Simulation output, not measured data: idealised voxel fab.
Presented below is a process module, voxel gate over fins.
Cross-sectional view cut (width: 240 nm; square cell size: 5 nm).
Cross-section format: a grid of square cells, given as bands from top to bottom; each band is one or more rows of cells.
Band entry format. Leading values: height of top, height of bottom, nm. Remainder: materials in left-to-right order, each with its width in nm. Special words: "throughout" on a single material, which then fills the band edge to edge; "empty", empty space.
Measure heights from 0. That's the level where, below it, the as-received wafer is all one material. The lowest band is bottomless and extends downward; write it as in "0 down".
A width given as "30->40" starts at the first number in the band's top row and ends at the second number in its bottom row, shifting by an equal amount at every step from row to row.
For the purposes of this document, the phrase "left unchanged" attached to a step denotes that no cell within the cross-section was modified by that step.
The entry titled "Sealed void inventory" provides the empty spaces that have no open way to the top, restricted to those of 8 cells or more. Each is presented as width x height at distance, the distance being measured from the left edge, with all three in nm.
Formally, on a step line, whatever follows the settings is a remark that the simulator itself makes on the step.
A step's line can hold "overlay nm"; with a mask on that step, the setting says how far right of the planned place the mask lay, while a negative setting says it lay to the left.

# Intended process steps
| 1 | RECEIVE: material Si |
| 2 | CONFORMAL_DEP: material SiN, thk nm 5 |
| 3 | PATTERN: tone cover, mask id FINS, material resist, width nm 15, pitch nm 60, thk nm 15, overlay nm 0 |
| 4 | DIRECTIONAL_ETCH: etch materials SiN, depth nm 5 |
| 5 | DIRECTIONAL_ETCH: etch materials Si, depth nm 35 |
| 6 | STRIP: etch materials resist |
| 7 | OXIDIZE: depth nm 5 |
| 8 | FILL_DEP: material SiO2, thk nm 5 |
| 9 | CMP: height nm 5 |
| 10 | MASKED_ETCH: tone open, mask id RAIL, width nm 15, etch materials SiO2, depth nm 35, overlay nm 0 |
| 11 | CONFORMAL_DEP: material TiN, thk nm 5 |
| 12 | FILL_DEP: material W, thk nm 5 |
| 13 | CMP: height nm 5 |
| 14 | SELECTIVE_ETCH: etch materials W Ru TiN, depth nm 25 |
| 15 | FILL_DEP: material SiO2, thk nm 5 |
| 16 | CMP: height nm 5 |
| 17 | SELECTIVE_ETCH: etch materials SiO2, depth nm 20 |
| 18 | STRIP: etch materials SiN |
| 19 | CONFORMAL_DEP: material HfO2, thk nm 5 |
| 20 | CONFORMAL_DEP: material TiN, thk nm 5 |
| 21 | FILL_DEP: material W, thk nm 15 |
| 22 | CMP: height nm 20 |
| 23 | CONFORMAL_DEP: material SiN, thk nm 5 |

# First of two wafers - as planned

# As received (post step 1): cross-section
	0 down = Si throughout
	Sealed void inventory: none

# Step 2 done - wafer cross-section
	5 to 0 = SiN throughout
	Everything below 0 is unchanged.

# Step 3 done - wafer cross-section
	20 to 5 = empty=50; resist=15; empty=45; resist=15; empty=45; resist=15; empty=55
	Everything below 5 is unchanged.

# Step 4 done - wafer cross-section
	20 to 5 = empty=50; resist=15; empty=45; resist=15; empty=45; resist=15; empty=55
	5 to 0 = empty=50; SiN=15; empty=45; SiN=15; empty=45; SiN=15; empty=55
	Everything below 0 is unchanged.

# Step 5 done - wafer cross-section
	20 to 5 = empty=50; resist=15; empty=45; resist=15; empty=45; resist=15; empty=55
	5 to 0 = empty=50; SiN=15; empty=45; SiN=15; empty=45; SiN=15; empty=55
	0 to -35 = empty=50; Si=15; empty=45; Si=15; empty=45; Si=15; empty=55
	Everything below -35 is unchanged.

# Step 6 done - wafer cross-section
	5 to 0 = empty=50; SiN=15; empty=45; SiN=15; empty=45; SiN=15; empty=55
	Everything below 0 is unchanged.

# Step 7 done - wafer cross-section
	5 to 0 = empty=50; SiN=15; empty=45; SiN=15; empty=45; SiN=15; empty=55
	0 to -35 = empty=50; SiO2=5; Si=5; SiO2=5; empty=45; SiO2=5; Si=5; SiO2=5; empty=45; SiO2=5; Si=5; SiO2=5; empty=55
	-35 to -40 = SiO2=55; Si=5; SiO2=55; Si=5; SiO2=55; Si=5; SiO2=60
	Everything below -40 is unchanged.

# Step 8 done - wafer cross-section
	10 to 5 = SiO2 throughout
	5 to 0 = SiO2=50; SiN=15; SiO2=45; SiN=15; SiO2=45; SiN=15; SiO2=55
	0 to -40 = SiO2=55; Si=5; SiO2=55; Si=5; SiO2=55; Si=5; SiO2=60
	Everything below -40 is unchanged.

# Step 9 done - wafer cross-section
	5 to 0 = SiO2=50; SiN=15; SiO2=45; SiN=15; SiO2=45; SiN=15; SiO2=55
	Everything below 0 is unchanged.

# Step 10 done - wafer cross-section
	5 to 0 = SiO2=50; SiN=15; SiO2=15; empty=15; SiO2=15; SiN=15; SiO2=45; SiN=15; SiO2=55
	0 to -30 = SiO2=55; Si=5; SiO2=20; empty=15; SiO2=20; Si=5; SiO2=55; Si=5; SiO2=60
	Everything below -30 is unchanged.

# Step 11 done - wafer cross-section
	10 to 5 = TiN=85; empty=5; TiN=150
	5 to 0 = SiO2=50; SiN=15; SiO2=15; TiN=5; empty=5; TiN=5; SiO2=15; SiN=15; SiO2=45; SiN=15; SiO2=55
	0 to -25 = SiO2=55; Si=5; SiO2=20; TiN=5; empty=5; TiN=5; SiO2=20; Si=5; SiO2=55; Si=5; SiO2=60
	-25 to -30 = SiO2=55; Si=5; SiO2=20; TiN=15; SiO2=20; Si=5; SiO2=55; Si=5; SiO2=60
	Everything below -30 is unchanged.

# Step 12 done - wafer cross-section
	15 to 10 = W throughout
	10 to 5 = TiN=85; W=5; TiN=150
	5 to 0 = SiO2=50; SiN=15; SiO2=15; TiN=5; W=5; TiN=5; SiO2=15; SiN=15; SiO2=45; SiN=15; SiO2=55
	0 to -25 = SiO2=55; Si=5; SiO2=20; TiN=5; W=5; TiN=5; SiO2=20; Si=5; SiO2=55; Si=5; SiO2=60
	Everything below -25 is unchanged.

# Step 13 done - wafer cross-section
	5 to 0 = SiO2=50; SiN=15; SiO2=15; TiN=5; W=5; TiN=5; SiO2=15; SiN=15; SiO2=45; SiN=15; SiO2=55
	Everything below 0 is unchanged.

# Step 14 done - wafer cross-section
	5 to 0 = SiO2=50; SiN=15; SiO2=15; empty=15; SiO2=15; SiN=15; SiO2=45; SiN=15; SiO2=55
	0 to -20 = SiO2=55; Si=5; SiO2=20; empty=15; SiO2=20; Si=5; SiO2=55; Si=5; SiO2=60
	Everything below -20 is unchanged.

# Step 15 done - wafer cross-section
	10 to 5 = SiO2 throughout
	5 to 0 = SiO2=50; SiN=15; SiO2=45; SiN=15; SiO2=45; SiN=15; SiO2=55
	0 to -20 = SiO2=55; Si=5; SiO2=55; Si=5; SiO2=55; Si=5; SiO2=60
	Everything below -20 is unchanged.

# Step 16 done - wafer cross-section
	5 to 0 = SiO2=50; SiN=15; SiO2=45; SiN=15; SiO2=45; SiN=15; SiO2=55
	Everything below 0 is unchanged.

# Step 17 done - wafer cross-section
	5 to 0 = empty=50; SiN=15; empty=45; SiN=15; empty=45; SiN=15; empty=55
	0 to -15 = empty=55; Si=5; empty=55; Si=5; empty=55; Si=5; empty=60
	Everything below -15 is unchanged.

# Step 18 done - wafer cross-section
	0 to -15 = empty=55; Si=5; empty=55; Si=5; empty=55; Si=5; empty=60
	Everything below -15 is unchanged.

# Step 19 done - wafer cross-section
	5 to 0 = empty=50; HfO2=15; empty=45; HfO2=15; empty=45; HfO2=15; empty=55
	0 to -10 = empty=50; HfO2=5; Si=5; HfO2=5; empty=45; HfO2=5; Si=5; HfO2=5; empty=45; HfO2=5; Si=5; HfO2=5; empty=55
	-10 to -15 = HfO2=55; Si=5; HfO2=55; Si=5; HfO2=55; Si=5; HfO2=60
	Everything below -15 is unchanged.

# Step 20 done - wafer cross-section
	10 to 5 = empty=45; TiN=25; empty=35; TiN=25; empty=35; TiN=25; empty=50
	5 to 0 = empty=45; TiN=5; HfO2=15; TiN=5; empty=35; TiN=5; HfO2=15; TiN=5; empty=35; TiN=5; HfO2=15; TiN=5; empty=50
	0 to -5 = empty=45; TiN=5; HfO2=5; Si=5; HfO2=5; TiN=5; empty=35; TiN=5; HfO2=5; Si=5; HfO2=5; TiN=5; empty=35; TiN=5; HfO2=5; Si=5; HfO2=5; TiN=5; empty=50
	-5 to -10 = TiN=50; HfO2=5; Si=5; HfO2=5; TiN=45; HfO2=5; Si=5; HfO2=5; TiN=45; HfO2=5; Si=5; HfO2=5; TiN=55
	Everything below -10 is unchanged.

# Step 21 done - wafer cross-section
	25 to 10 = W throughout
	10 to 5 = W=45; TiN=25; W=35; TiN=25; W=35; TiN=25; W=50
	5 to 0 = W=45; TiN=5; HfO2=15; TiN=5; W=35; TiN=5; HfO2=15; TiN=5; W=35; TiN=5; HfO2=15; TiN=5; W=50
	0 to -5 = W=45; TiN=5; HfO2=5; Si=5; HfO2=5; TiN=5; W=35; TiN=5; HfO2=5; Si=5; HfO2=5; TiN=5; W=35; TiN=5; HfO2=5; Si=5; HfO2=5; TiN=5; W=50
	Everything below -5 is unchanged.

# Step 22 done - wafer cross-section
	20 to 10 = W throughout
	Everything below 10 is unchanged.

# Step 23 done - wafer cross-section
	25 to 20 = SiN throughout
	Everything below 20 is unchanged.

# Second wafer: same start and same plan as the first, one execution error; identical to the first through step 16

# Second wafer at the planned finish of step 17, seen in cross-section
	5 to 0 = SiO2=50; empty=15; SiO2=45; empty=15; SiO2=45; empty=15; SiO2=55
	Everything below 0 is unchanged.

# Second wafer at the planned finish of step 18, seen in cross-section
	0 to -15 = empty=55; Si=5; empty=55; Si=5; empty=55; Si=5; empty=60
	-15 to -20 = SiO2=30; empty=25; Si=5; empty=25; SiO2=5; empty=25; Si=5; empty=25; SiO2=5; empty=25; Si=5; empty=25; SiO2=35
	Everything below -20 is unchanged.

# Second wafer at the planned finish of step 19, seen in cross-section
	5 to 0 = empty=50; HfO2=15; empty=45; HfO2=15; empty=45; HfO2=15; empty=55
	0 to -10 = empty=50; HfO2=5; Si=5; HfO2=5; empty=45; HfO2=5; Si=5; HfO2=5; empty=45; HfO2=5; Si=5; HfO2=5; empty=55
	-10 to -15 = HfO2=35; empty=15; HfO2=5; Si=5; HfO2=5; empty=15; HfO2=15; empty=15; HfO2=5; Si=5; HfO2=5; empty=15; HfO2=15; empty=15; HfO2=5; Si=5; HfO2=5; empty=15; HfO2=40
	-15 to -20 = SiO2=30; HfO2=25; Si=5; HfO2=25; SiO2=5; HfO2=25; Si=5; HfO2=25; SiO2=5; HfO2=25; Si=5; HfO2=25; SiO2=35
	Everything below -20 is unchanged.

# Second wafer at the planned finish of step 20, seen in cross-section
	10 to 5 = empty=45; TiN=25; empty=35; TiN=25; empty=35; TiN=25; empty=50
	5 to 0 = empty=45; TiN=5; HfO2=15; TiN=5; empty=35; TiN=5; HfO2=15; TiN=5; empty=35; TiN=5; HfO2=15; TiN=5; empty=50
	0 to -5 = empty=45; TiN=5; HfO2=5; Si=5; HfO2=5; TiN=5; empty=35; TiN=5; HfO2=5; Si=5; HfO2=5; TiN=5; empty=35; TiN=5; HfO2=5; Si=5; HfO2=5; TiN=5; empty=50
	-5 to -10 = TiN=40; empty=5; TiN=5; HfO2=5; Si=5; HfO2=5; TiN=5; empty=5; TiN=25; empty=5; TiN=5; HfO2=5; Si=5; HfO2=5; TiN=5; empty=5; TiN=25; empty=5; TiN=5; HfO2=5; Si=5; HfO2=5; TiN=5; empty=5; TiN=45
	-10 to -15 = HfO2=35; TiN=15; HfO2=5; Si=5; HfO2=5; TiN=15; HfO2=15; TiN=15; HfO2=5; Si=5; HfO2=5; TiN=15; HfO2=15; TiN=15; HfO2=5; Si=5; HfO2=5; TiN=15; HfO2=40
	Everything below -15 is unchanged.

# Second wafer at the planned finish of step 21, seen in cross-section
	25 to 10 = W throughout
	10 to 5 = W=45; TiN=25; W=35; TiN=25; W=35; TiN=25; W=50
	5 to 0 = W=45; TiN=5; HfO2=15; TiN=5; W=35; TiN=5; HfO2=15; TiN=5; W=35; TiN=5; HfO2=15; TiN=5; W=50
	0 to -5 = W=45; TiN=5; HfO2=5; Si=5; HfO2=5; TiN=5; W=35; TiN=5; HfO2=5; Si=5; HfO2=5; TiN=5; W=35; TiN=5; HfO2=5; Si=5; HfO2=5; TiN=5; W=50
	-5 to -10 = TiN=40; W=5; TiN=5; HfO2=5; Si=5; HfO2=5; TiN=5; W=5; TiN=25; W=5; TiN=5; HfO2=5; Si=5; HfO2=5; TiN=5; W=5; TiN=25; W=5; TiN=5; HfO2=5; Si=5; HfO2=5; TiN=5; W=5; TiN=45
	Everything below -10 is unchanged.

# Second wafer at the planned finish of step 22, seen in cross-section
	20 to 10 = W throughout
	Everything below 10 is unchanged.

# Second wafer at the planned finish of step 23, seen in cross-section
	25 to 20 = SiN throughout
	Everything below 20 is unchanged.
Processing error: mixed up steps 17 and 18 - ran each in the other's place
Once processing is complete, comparing cell counts shows that the second wafer has more or fewer of certain materials than the first: 12 more of HfO2, 30 fewer of SiO2, 12 more of TiN, 6 more of W
